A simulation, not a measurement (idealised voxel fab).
Documented hereafter: the process module known as voxel plated lines.
cross-section cut | 215 nm wide | cells 5 nm
For the purposes of this document, a cross-section shall be understood as a grid of square cells, specified as bands listed in top-to-bottom order, each band consisting of one or more rows of cells. Band: top height; bottom height; in nm. Then, left to right: material with width in nm, for each material. "throughout": a single material spanning edge to edge. "empty": empty space. Basically, 0 is our baseline, since under it the wafer straight out of the box is all one material. The bottom band has no lower end and keeps on going down, so it looks like "0 nm and below". Width "30->40": first value at the band's top row of cells, second value at its bottom row, equal change from row to row. Any step labelled "left unchanged" changed none of the cells in the cross-section. Empty spaces without an open route to the top, at least 8 cells in extent, make up the entry "Unvented voids"; each is given as width x height at distance, where the distance is measured from the left edge, and all are in nm. What comes after the settings on a step's line is commentary from the simulator itself on that step. You can add "overlay nm" to a step's line. For a step with a mask, it describes how far the mask lay to the right of its planned position, and a negative number describes a lay to the left.
# Intended process steps
1 RECEIVE,material Si
2 CONFORMAL_DEP,material SiO2,thk nm 5
3 DIRECTIONAL_DEP,material TiN,thk nm 5
4 PATTERN,tone open,mask id LINES,material resist,width nm 30,pitch nm 60,thk nm 35,overlay nm 0
5 EPI,material Ru,thk nm 10
6 EPI,material Ru,thk nm 5
7 EPI,material Ru,thk nm 10
8 STRIP,etch materials resist
9 DIRECTIONAL_ETCH,etch materials TiN,depth nm 5
10 CONFORMAL_DEP,material SiCN,thk nm 5
# Delivered wafer in cross-section: state after step 1
  0 nm and below  Si throughout
  Unvented voids: none
# First of two wafers, end-of-module section, run followed plan
  40 nm to 35 nm  empty=55, then SiCN=40, then empty=20, then SiCN=40, then empty=60
  35 nm to 10 nm  empty=55, then SiCN=5, then Ru=30, then SiCN=5, then empty=20, then SiCN=5, then Ru=30, then SiCN=5, then empty=60
  10 nm to 5 nm  SiCN=60, then TiN=30, then SiCN=30, then TiN=30, then SiCN=65
  5 nm to 0 nm  SiO2 throughout
  0 nm and below  Si throughout
  Unvented voids: none
# Cross-section, wafer two of two, end of module: same start and plan as wafer one, one error in execution
  40 nm to 35 nm  SiCN=65, then empty=20, then SiCN=40, then empty=20, then SiCN=70
  35 nm to 10 nm  Ru=60, then SiCN=5, then empty=20, then SiCN=5, then Ru=30, then SiCN=5, then empty=20, then SiCN=5, then Ru=65
  10 nm to 5 nm  TiN=60, then SiCN=30, then TiN=30, then SiCN=30, then TiN=65
  5 nm to 0 nm  SiO2 throughout
  0 nm and below  Si throughout
  Unvented voids: none
What was done differently from what was planned? so step 4 ended up running with a different setting than we planned, it ran as PATTERN,tone cover,mask id LINES,material resist,width nm 30,pitch nm 60,thk nm 35,overlay nm 0
Once processing is complete, comparing cell counts shows that the second wafer has more or fewer of certain materials than the first: Ru +95 | TiN +19
